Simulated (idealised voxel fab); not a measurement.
Documented hereafter: the process module known as voxel self aligned vias.
We display cut, a cross-section 295 nm in width whose square cells are each 5 nm.
Notation: cross-section as square-cell grid; stated in bands, top first, going down; one or more cell rows per band.
Band: top and bottom heights (nm) first, top before bottom; then materials from left to right, widths in nm. "all across" marks a sole material filling the band edge to edge. "empty" denotes empty space.
Zero point of the height axis is 0; under it, received wafer = one material. Lowest band: continues down indefinitely, "from 0 down".
With a width like "30->40", each row of cells in the band differs from the next by the same amount, the top row carrying the first number and the bottom row the second.
No cell of the cross-section changed in a step that is given as "nothing different".
Each empty space that has no open way to the top and spans at least 8 cells appears under "Entrapped voids" as width x height at distance, the distance counted from the left edge, all in nm.
Where a step's line continues beyond its settings, the continuation is a remark by the simulator itself on that step.
overlay nm: how far to the right of its planned place the mask lay on this masked step (negative: to the left).

The planned process steps are enumerated hereunder:
1) RECEIVE [material Si]
2) CONFORMAL_DEP [material SiO2] [thk nm 15]
3) CONFORMAL_DEP [material SiCN] [thk nm 5]
4) DIRECTIONAL_DEP [material lowk] [thk nm 20]
5) PATTERN [tone open] [mask id LINES] [material resist] [width nm 30] [pitch nm 55] [thk nm 15] [overlay nm 0]
6) DIRECTIONAL_ETCH [etch materials lowk] [depth nm 20]
7) STRIP [etch materials resist]
8) CONFORMAL_DEP [material TiN] [thk nm 5]
9) FILL_DEP [material W] [thk nm 10]
10) CMP [height nm 40]
11) SELECTIVE_ETCH [etch materials W Ru TiN] [depth nm 5]
12) FILL_DEP [material SiN] [thk nm 5]
13) CMP [height nm 40]
14) DIRECTIONAL_DEP [material lowk] [thk nm 15]
15) MASKED_ETCH [tone open] [mask id VIAS] [width nm 40] [pitch nm 110] [etch materials lowk] [depth nm 15] [overlay nm 0]
16) MASKED_ETCH [tone open] [mask id VIAS] [width nm 40] [pitch nm 110] [etch materials SiN] [depth nm 5] [overlay nm 0]
17) CONFORMAL_DEP [material TiN] [thk nm 5]
18) FILL_DEP [material W] [thk nm 5]
19) CMP [height nm 55]
20) CONFORMAL_DEP [material SiCN] [thk nm 5]

As received (post step 1): cross-section:
- from 0 down | Si all across
- Entrapped voids: none

The first of the two wafers as seen in cross-section once the module was finished; processing followed the plan:
- from 60 to 55 | SiCN all across
- from 55 to 45 | 70 of lowk / 5 of TiN / 30 of W / 5 of TiN / 70 of lowk / 5 of TiN / 30 of W / 5 of TiN / 75 of lowk
- from 45 to 40 | 70 of lowk / 10 of TiN / 20 of W / 10 of TiN / 70 of lowk / 10 of TiN / 20 of W / 10 of TiN / 75 of lowk
- from 40 to 35 | 75 of lowk / 30 of TiN / 25 of lowk / 30 of SiN / 25 of lowk / 30 of TiN / 80 of lowk
- from 35 to 25 | 75 of lowk / 5 of TiN / 20 of W / 5 of TiN / 25 of lowk / 5 of TiN / 20 of W / 5 of TiN / 25 of lowk / 5 of TiN / 20 of W / 5 of TiN / 80 of lowk
- from 25 to 20 | 75 of lowk / 30 of TiN / 25 of lowk / 30 of TiN / 25 of lowk / 30 of TiN / 80 of lowk
- from 20 to 15 | SiCN all across
- from 15 to 0 | SiO2 all across
- from 0 down | Si all across
- Entrapped voids: none

This cross-section belongs to the second wafer of two at the end of the module; the start and the plan were shared with the first, and the run included one mistake:
- from 65 to 60 | SiCN all across
- from 60 to 55 | 75 of TiN / 30 of W / 80 of TiN / 30 of W / 80 of TiN
- from 55 to 45 | 70 of lowk / 5 of TiN / 30 of W / 5 of TiN / 70 of lowk / 5 of TiN / 30 of W / 5 of TiN / 75 of lowk
- from 45 to 40 | 70 of lowk / 10 of TiN / 20 of W / 10 of TiN / 70 of lowk / 10 of TiN / 20 of W / 10 of TiN / 75 of lowk
- from 40 to 35 | 75 of lowk / 30 of TiN / 25 of lowk / 30 of SiN / 25 of lowk / 30 of TiN / 80 of lowk
- from 35 to 25 | 75 of lowk / 5 of TiN / 20 of W / 5 of TiN / 25 of lowk / 5 of TiN / 20 of W / 5 of TiN / 25 of lowk / 5 of TiN / 20 of W / 5 of TiN / 80 of lowk
- from 25 to 20 | 75 of lowk / 30 of TiN / 25 of lowk / 30 of TiN / 25 of lowk / 30 of TiN / 80 of lowk
- from 20 to 15 | SiCN all across
- from 15 to 0 | SiO2 all across
- from 0 down | Si all across
- Entrapped voids: none
Deviation from plan: step 19 ran as: CMP [height nm 60]
In the final state, the cell counts of the second wafer exceed or fall short of those of the first for the following materials: TiN +47 | W +12
